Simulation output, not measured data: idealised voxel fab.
Name of the process module below: voxel air gaps
For reference, the cross-section in this document is cut, with width 255 nm and square cells of 5 nm.
A cross-section in this document is a grid of square cells, and it is written down as bands, the top band listed before the ones below it; a band is made up of one or more rows of cells. Within each band entry, the heights of the top and of the bottom of the band appear first, in that order and in nm; the materials of the band then follow from left to right, each with its corresponding width in nm. The designation "full width" on a single material indicates that it fills the band from edge to edge; the designation "empty" indicates empty space. Below 0: as-received wafer, all one material; heights counted from there. Lowest band: no bottom, goes on down, written "0..down". Read "30->40" as a graded width: first number on top, second number at the bottom, same change between each pair of neighbouring rows. Step marked "no change"? Then no cell in the cross-section changed in it. Basically, "Sealed void list" tells you about the enclosed voids: empty spaces with no open way to the top, 8 cells or bigger, each written width x height at distance, where distance is from the left edge, all in nm. If you see something after the settings on a step's line, that's the simulator's own remark about that step. You can add "overlay nm" to a step's line. For a step with a mask, it describes how far the mask lay to the right of its planned position, and a negative number describes a lay to the left.

-- plan
step 1: RECEIVE with material Si
step 2: CONFORMAL_DEP with material SiO2, thk nm 10
step 3: CONFORMAL_DEP with material SiN, thk nm 5
step 4: DIRECTIONAL_DEP with material lowk, thk nm 40
step 5: PATTERN with tone open, mask id LINES, material resist, width nm 15, pitch nm 40, thk nm 15, overlay nm 0
step 6: DIRECTIONAL_ETCH with etch materials lowk, depth nm 40
step 7: STRIP with etch materials resist
step 8: CONFORMAL_DEP with material TiN, thk nm 5
step 9: FILL_DEP with material Cu, thk nm 5
step 10: CMP with height nm 55
step 11: EPI with material Ru, thk nm 10
step 12: SELECTIVE_ETCH with etch materials lowk, depth nm 50
step 13: CONFORMAL_DEP with material SiN, thk nm 5

-- So this is the incoming wafer in cross-section - it's already been through step 1
0..down = Si full width
Sealed void list: none

-- One mistake in running the module, otherwise start and plan as above: cross-section at the end
80..75 = empty=35 | SiN=185 | empty=35
75..55 = empty=35 | SiN=5 | Ru=175 | SiN=5 | empty=35
55..50 = empty=35 | SiN=25 | TiN=5 | Cu=5 | TiN=5 | lowk=25 | TiN=5 | Cu=5 | TiN=5 | lowk=25 | TiN=5 | Cu=5 | TiN=5 | lowk=25 | TiN=5 | Cu=5 | TiN=5 | SiN=25 | empty=35
50..20 = empty=55 | SiN=5 | TiN=5 | Cu=5 | TiN=5 | lowk=25 | TiN=5 | Cu=5 | TiN=5 | lowk=25 | TiN=5 | Cu=5 | TiN=5 | lowk=25 | TiN=5 | Cu=5 | TiN=5 | SiN=5 | empty=55
20..15 = SiN=60 | TiN=15 | lowk=25 | TiN=15 | lowk=25 | TiN=15 | lowk=25 | TiN=15 | SiN=60
15..10 = SiN full width
10..0 = SiO2 full width
0..down = Si full width
Sealed void list: none
So what did we get wrong on this run? execution of plan step 11 occurred twice
